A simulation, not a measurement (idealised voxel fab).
process module | voxel gate over fins
cross-section cut | 265 nm wide | cells 5 nm
A cross-section is a grid of square cells, given in bands from the top down. A band is one or more rows of cells.
Each band's line starts with the height of the band's top and of its bottom, in nm. Then come its materials from left to right, each with its width in nm. One material with "throughout" fills the band from edge to edge. "air" is empty space.
Height 0 is the level under which the wafer as received is all one material. The lowest band goes on downwards, as in "0 down".
A width such as "30 to 40" changes by the same amount from each row of cells to the next, from the band's top row to its bottom row.
"no change" after a step means that no cell of the cross-section changed.
closed voids: empty space of 8 cells or more with no open way to the top, each as width x height at its distance from the left edge, in nm
after a step's settings: what the simulator itself notes on the step
overlay nm, on a step with a mask: how far to the right of its planned place the mask lay; to the left if negative
plan
1 op RECEIVE | material Si
2 op CONFORMAL_DEP | material SiN | thk nm 5
3 op MASKED_ETCH | tone cover | mask id FINS | width nm 15 | pitch nm 60 | etch materials SiN | depth nm 5 | overlay nm 0
4 op MASKED_ETCH | tone cover | mask id FINS | width nm 15 | pitch nm 60 | etch materials Si | depth nm 30 | overlay nm 0
5 op OXIDIZE | depth nm 5
6 op FILL_DEP | material SiO2 | thk nm 5
7 op CMP | height nm 5
8 op PATTERN | tone open | mask id RAIL | material resist | width nm 15 | thk nm 15 | overlay nm 0
9 op DIRECTIONAL_ETCH | etch materials SiO2 | depth nm 30
10 op STRIP | etch materials resist
11 op CONFORMAL_DEP | material TiN | thk nm 5
12 op FILL_DEP | material W | thk nm 5
13 op CMP | height nm 5
14 op SELECTIVE_ETCH | etch materials W Ru TiN | depth nm 25
15 op FILL_DEP | material SiO2 | thk nm 5
16 op CMP | height nm 5
17 op SELECTIVE_ETCH | etch materials SiO2 | depth nm 15
18 op STRIP | etch materials SiN
19 op CONFORMAL_DEP | material HfO2 | thk nm 5
20 op CONFORMAL_DEP | material TiN | thk nm 5
21 op CONFORMAL_DEP | material TiAl | thk nm 5
22 op CONFORMAL_DEP | material TiN | thk nm 5
23 op FILL_DEP | material W | thk nm 10
24 op CMP | height nm 25
25 op CONFORMAL_DEP | material SiN | thk nm 5
as received, after step 1
  0 down: Si throughout
  closed voids: none
a wafer at the end: this start, this plan, one mistake
  30 to 25: SiN throughout
  25 to 20: W throughout
  20 to 10: W 80 | TiN 45 | W 15 | TiN 45 | W 80
  10 to 5: TiN 90 | TiAl 25 | TiN 35 | TiAl 25 | TiN 90
  5 to 0: TiN 90 | TiAl 5 | HfO2 15 | TiAl 5 | TiN 35 | TiAl 5 | HfO2 15 | TiAl 5 | TiN 90
  0 to -5: TiAl 95 | HfO2 5 | Si 5 | HfO2 5 | TiAl 45 | HfO2 5 | Si 5 | HfO2 5 | TiAl 95
  -5 to -10: HfO2 100 | Si 5 | HfO2 55 | Si 5 | HfO2 100
  -10 to -20: SiO2 100 | Si 5 | SiO2 55 | Si 5 | SiO2 100
  -20 to -25: SiO2 100 | Si 5 | SiO2 20 | TiN 15 | SiO2 20 | Si 5 | SiO2 100
  -25 to -35: SiO2 100 | Si 5 | SiO2 55 | Si 5 | SiO2 100
  -35 down: Si throughout
  closed voids: none
what went wrong: steps 20 and 21 were swapped
